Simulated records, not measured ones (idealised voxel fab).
process module | voxel gate over fins
cross-section cut | 235 nm wide | cells 5 nm
A cross-section is a grid of square cells, given in bands from the top down. A band is one or more rows of cells.
Each band's line starts with the height of the band's top and of its bottom, in nm. Then come its materials from left to right, each with its width in nm. One material with "throughout" fills the band from edge to edge. "air" is empty space.
Height 0 is the level under which the wafer as received is all one material. The lowest band goes on downwards, as in "0 down".
A width such as "30 to 40" changes by the same amount from each row of cells to the next, from the band's top row to its bottom row.
"no change" after a step means that no cell of the cross-section changed.
closed voids: empty space of 8 cells or more with no open way to the top, each as width x height at its distance from the left edge, in nm
after a step's settings: what the simulator itself notes on the step
overlay nm, on a step with a mask: how far to the right of its planned place the mask lay; to the left if negative
plan
1 op RECEIVE | material Si
2 op CONFORMAL_DEP | material SiN | thk nm 5
3 op PATTERN | tone cover | mask id FINS | material resist | width nm 15 | pitch nm 50 | thk nm 20 | overlay nm 0
4 op DIRECTIONAL_ETCH | etch materials SiN | depth nm 5
5 op DIRECTIONAL_ETCH | etch materials Si | depth nm 30
6 op STRIP | etch materials resist
7 op FILL_DEP | material SiO2 | thk nm 5
8 op CMP | height nm 5
9 op PATTERN | tone open | mask id RAIL | material resist | width nm 15 | thk nm 20 | overlay nm 0
10 op DIRECTIONAL_ETCH | etch materials SiO2 | depth nm 30
11 op STRIP | etch materials resist
12 op CONFORMAL_DEP | material TiN | thk nm 5
13 op FILL_DEP | material Ru | thk nm 5
14 op CMP | height nm 5
15 op SELECTIVE_ETCH | etch materials W Ru TiN | depth nm 20
16 op FILL_DEP | material SiO2 | thk nm 5
17 op CMP | height nm 5
18 op SELECTIVE_ETCH | etch materials SiO2 | depth nm 15
19 op STRIP | etch materials SiN
20 op CONFORMAL_DEP | material HfO2 | thk nm 5
21 op CONFORMAL_DEP | material TiN | thk nm 5
22 op CONFORMAL_DEP | material TiAl | thk nm 5
23 op CONFORMAL_DEP | material TiN | thk nm 5
24 op FILL_DEP | material W | thk nm 15
25 op CMP | height nm 30
26 op CONFORMAL_DEP | material SiN | thk nm 10
varied across the wafers: width nm of step 9. The plan shows the first wafer's value. All wafers start alike
first wafer as received, after step 1
  0 down: Si throughout
  closed voids: none
each wafer at the end: cells of each material gained (+) or lost (-) since it was received, then its closed voids
width nm 15 | +55 HfO2 | +1 Ru | -246 Si | +94 SiN | +158 SiO2 | +55 TiAl | +113 TiN | +146 W | closed voids: none
width nm 20 | +55 HfO2 | +2 Ru | -246 Si | +94 SiN | +156 SiO2 | +55 TiAl | +114 TiN | +146 W | closed voids: none
width nm 25 | +55 HfO2 | +3 Ru | -246 Si | +94 SiN | +154 SiO2 | +55 TiAl | +115 TiN | +146 W | closed voids: none
width nm 30 | +55 HfO2 | +4 Ru | -246 Si | +94 SiN | +152 SiO2 | +55 TiAl | +116 TiN | +146 W | closed voids: none
